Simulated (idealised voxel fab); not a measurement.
The following is a process module called voxel quadruple lines.
FYI the section here is cut, 185 nm wide, cells are 5 nm squares.
In what follows, cross-sections appear as grids of square cells, described through bands that run from the top down, where every band is one or more rows of cells. It is stipulated that each band's entry specify, in nanometres, the height of the top of the band and then that of its bottom, followed by the materials of the band in left-to-right sequence, each together with its width in nanometres. A single material marked by the word "full width" is understood to fill the band from edge to edge; the word "empty" is understood to denote empty space. A quick word on heights: they are counted from 0, and under that level the wafer as it came to us is one material throughout. The lowest band is different from the rest in having no bottom; it simply continues downward, written as in "0 and below". It should be noted that a width expressed as "30 to 40" varies in equal increments from row to row of cells within the band, taking the value of the first number at the top row and that of the second number at the bottom row. Reading "everything unchanged" for a step: not a cell of the cross-section changed in it. Look at "Enclosed empty spaces" for the closed voids: empty spaces with no open path to the top, sized 8 cells or up. Each is width x height at distance, distance from the left edge, all nm. Heads up: the bit after the settings on a step's line is the simulator's remark on that step. The setting "overlay nm" may be written on the line of a step. When the step uses a mask, the value reports how far to the right of the planned place the mask lay, and a negative value reports that it lay to the left.

Process steps - plan
1 RECEIVE,material Si
2 CONFORMAL_DEP,material Al2O3,thk nm 10
3 DIRECTIONAL_DEP,material Ru,thk nm 10
4 DIRECTIONAL_DEP,material polySi,thk nm 20
5 DIRECTIONAL_DEP,material aC,thk nm 20
6 PATTERN,tone cover,mask id MANDREL,material resist,width nm 25,pitch nm 80,thk nm 30,overlay nm 0
7 DIRECTIONAL_ETCH,etch materials aC,depth nm 20
8 STRIP,etch materials resist
9 CONFORMAL_DEP,material SiO2,thk nm 15
10 DIRECTIONAL_ETCH,etch materials SiO2,depth nm 15
11 STRIP,etch materials aC
12 DIRECTIONAL_ETCH,etch materials polySi,depth nm 20
13 STRIP,etch materials SiO2
14 CONFORMAL_DEP,material SiN,thk nm 5
15 DIRECTIONAL_ETCH,etch materials SiN,depth nm 5
16 STRIP,etch materials polySi
17 DIRECTIONAL_ETCH,etch materials Ru,depth nm 10
18 STRIP,etch materials SiN

Step 1 complete: cross-section of the wafer as received
- 0 and below | Si full width
- Enclosed empty spaces: none

Post-module cross-section: identical start and plan to those above, one misstep in execution
- 45 down to 40 | empty: 20, then SiO2: 25, then empty: 15, then SiO2: 25, then empty: 15, then SiO2: 25, then empty: 15, then SiO2: 25, then empty: 20
- 40 down to 25 | empty: 20, then SiO2: 5, then polySi: 15, then SiO2: 5, then empty: 15, then SiO2: 5, then polySi: 15, then SiO2: 5, then empty: 15, then SiO2: 5, then polySi: 15, then SiO2: 5, then empty: 15, then SiO2: 5, then polySi: 15, then SiO2: 5, then empty: 20
- 25 down to 20 | SiO2: 25, then polySi: 15, then SiO2: 25, then polySi: 15, then SiO2: 25, then polySi: 15, then SiO2: 25, then polySi: 15, then SiO2: 25
- 20 down to 10 | Ru full width
- 10 down to 0 | Al2O3 full width
- 0 and below | Si full width
- Enclosed empty spaces: none
The plan and the run diverged here: step 14: run off-plan, actual operation and settings CONFORMAL_DEP,material SiO2,thk nm 5
